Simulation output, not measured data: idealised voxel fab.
voxel transistor to metal: a process module
Cross-section cut: width 160 nm, square cells of 5 nm.
Just so we're on the same page, the cross-sections are grids of square cells, and they're listed out in bands top to bottom, each band one or more rows deep.
The entry gives the band's vertical extent as a top height and a bottom height in nm, then its horizontal make-up as materials from left to right, each with a width in nm. "empty" stands for empty space; a single material marked "edge to edge" fills the band edge to edge.
Note: height 0 marks the level under which the wafer is uniformly one material as received. Lowest band unbounded below, written "0 and below".
Width spec "30->40" -> top row of cells at first value, bottom row at second value, equal per-row change in between.
No cell of the cross-section changed in a step that is given as "left unchanged".
"Sealed internal cavities" contains a list of empty spaces, each no smaller than 8 cells and without an open way to the top, written in the form width x height at distance with the distance from the left edge and all three in nm.
Heads up: the bit after the settings on a step's line is the simulator's remark on that step.
overlay nm: right-of-plan distance of the mask on a masked step; negative values mean left-of-plan.

HERE'S WHAT THE PLANNED PROCESS STEPS LOOK LIKE
1) RECEIVE: material Si
2) CONFORMAL_DEP: material SiO2, thk nm 5
3) CONFORMAL_DEP: material SiN, thk nm 10
4) MASKED_ETCH: tone cover, mask id ACTIVE, width nm 125, etch materials SiN, depth nm 10, overlay nm 0
5) MASKED_ETCH: tone cover, mask id ACTIVE, width nm 125, etch materials SiO2, depth nm 5, overlay nm 0
6) MASKED_ETCH: tone cover, mask id ACTIVE, width nm 125, etch materials Si, depth nm 20, overlay nm 0
7) OXIDIZE: depth nm 5
8) FILL_DEP: material SiO2, thk nm 5
9) CMP: height nm 15
10) SELECTIVE_ETCH: etch materials SiO2, depth nm 10
11) STRIP: etch materials SiN
12) SELECTIVE_ETCH: etch materials SiO2, depth nm 5
13) OXIDIZE: depth nm 5
14) DIRECTIONAL_DEP: material polySi, thk nm 25
15) DIRECTIONAL_DEP: material SiCN, thk nm 15
16) PATTERN: tone cover, mask id GATE, material resist, width nm 35, thk nm 15, overlay nm 0
17) DIRECTIONAL_ETCH: etch materials SiCN, depth nm 25
18) DIRECTIONAL_ETCH: etch materials polySi, depth nm 35
19) STRIP: etch materials resist
20) CONFORMAL_DEP: material SiO2, thk nm 5
21) DIRECTIONAL_ETCH: etch materials SiO2, depth nm 5
22) CONFORMAL_DEP: material SiN, thk nm 10
23) DIRECTIONAL_ETCH: etch materials SiN, depth nm 10
24) DIRECTIONAL_ETCH: etch materials SiO2, depth nm 5
25) EPI: material SiGe, thk nm 5
26) FILL_DEP: material SiO2, thk nm 5
27) CMP: height nm 25
28) STRIP: etch materials polySi
29) SELECTIVE_ETCH: etch materials SiO2, depth nm 5
30) CONFORMAL_DEP: material HfO2, thk nm 5
31) CONFORMAL_DEP: material TiN, thk nm 5
32) FILL_DEP: material W, thk nm 10
33) CMP: height nm 20
34) DIRECTIONAL_DEP: material SiO2, thk nm 15
35) MASKED_ETCH: tone open, mask id CONTACT, width nm 20, pitch nm 85, etch materials SiO2, depth nm 35, overlay nm 0
36) CONFORMAL_DEP: material TiN, thk nm 5
37) FILL_DEP: material Ru, thk nm 5
38) CMP: height nm 35
39) CONFORMAL_DEP: material SiCN, thk nm 5
40) DIRECTIONAL_DEP: material SiO2, thk nm 20
41) DIRECTIONAL_DEP: material aC, thk nm 10
42) PATTERN: tone open, mask id METAL_1, material resist, width nm 20, pitch nm 85, thk nm 25, overlay nm 0
43) DIRECTIONAL_ETCH: etch materials aC, depth nm 10
44) STRIP: etch materials resist
45) DIRECTIONAL_ETCH: etch materials SiO2, depth nm 20
46) DIRECTIONAL_ETCH: etch materials SiCN, depth nm 5
47) STRIP: etch materials aC
48) CONFORMAL_DEP: material TiN, thk nm 5
49) FILL_DEP: material Cu, thk nm 5
50) CMP: height nm 60
51) CONFORMAL_DEP: material SiCN, thk nm 5
52) DIRECTIONAL_DEP: material lowk, thk nm 25
53) PATTERN: tone open, mask id METAL_2, material resist, width nm 20, pitch nm 85, thk nm 20, overlay nm 0
54) DIRECTIONAL_ETCH: etch materials lowk, depth nm 15
55) STRIP: etch materials resist
56) MASKED_ETCH: tone open, mask id METAL_2_HOLES, width nm 15, pitch nm 85, etch materials lowk, depth nm 10, overlay nm 0
57) MASKED_ETCH: tone open, mask id METAL_2_HOLES, width nm 15, pitch nm 85, etch materials SiCN, depth nm 5, overlay nm 0
58) CONFORMAL_DEP: material TiN, thk nm 5
59) FILL_DEP: material Cu, thk nm 10
60) CMP: height nm 90
61) CONFORMAL_DEP: material SiN, thk nm 5

SHOWN IN CROSS-SECTION IS THE WAFER AS RECEIVED, THAT IS, AS IT STANDS AFTER STEP 1
0 and below  Si edge to edge
Sealed internal cavities: none

ONE MISTAKE IN RUNNING THE MODULE, OTHERWISE START AND PLAN AS ABOVE: CROSS-SECTION AT THE END
95 down to 90  SiN edge to edge
90 down to 80  lowk=20, then TiN=5->10, then Cu=15->10, then TiN=5, then lowk=60, then TiN=5->10, then Cu=15->10, then TiN=5, then lowk=30
80 down to 75  lowk=25, then TiN=20, then lowk=65, then TiN=20, then lowk=30
75 down to 65  lowk=25, then TiN=10, then lowk=75, then TiN=10, then lowk=40
65 down to 60  SiCN=25, then TiN=10, then SiCN=75, then TiN=10, then SiCN=40
60 down to 40  SiO2=25, then TiN=5, then Cu=10, then TiN=5, then SiO2=65, then TiN=5, then Cu=10, then TiN=5, then SiO2=30
40 down to 35  SiCN=25, then TiN=20, then SiCN=65, then TiN=20, then SiCN=30
35 down to 20  SiO2=25, then TiN=5, then Ru=10, then TiN=5, then SiO2=65, then TiN=5, then Ru=10, then TiN=5, then SiO2=30
20 down to 5  SiO2=25, then TiN=5, then Ru=10, then TiN=5, then SiN=10, then HfO2=5, then TiN=5, then W=25, then TiN=5, then HfO2=5, then SiN=10, then TiN=5, then Ru=10, then TiN=5, then SiO2=30
5 down to 0  SiO2=25, then TiN=20, then SiN=10, then HfO2=5, then TiN=35, then HfO2=5, then SiN=10, then TiN=20, then SiO2=30
0 down to -5  SiO2=15, then SiGe=30, then SiO2=10, then HfO2=45, then SiO2=10, then SiGe=30, then SiO2=20
-5 down to -25  SiO2=20, then Si=115, then SiO2=25
-25 and below  Si edge to edge
Sealed internal cavities: none
What was done differently from what was planned? step 56 was processed under conditions differing from the plan, specifically as MASKED_ETCH: tone open, mask id METAL_2_HOLES, width nm 15, pitch nm 85, etch materials lowk, depth nm 10, overlay nm -5
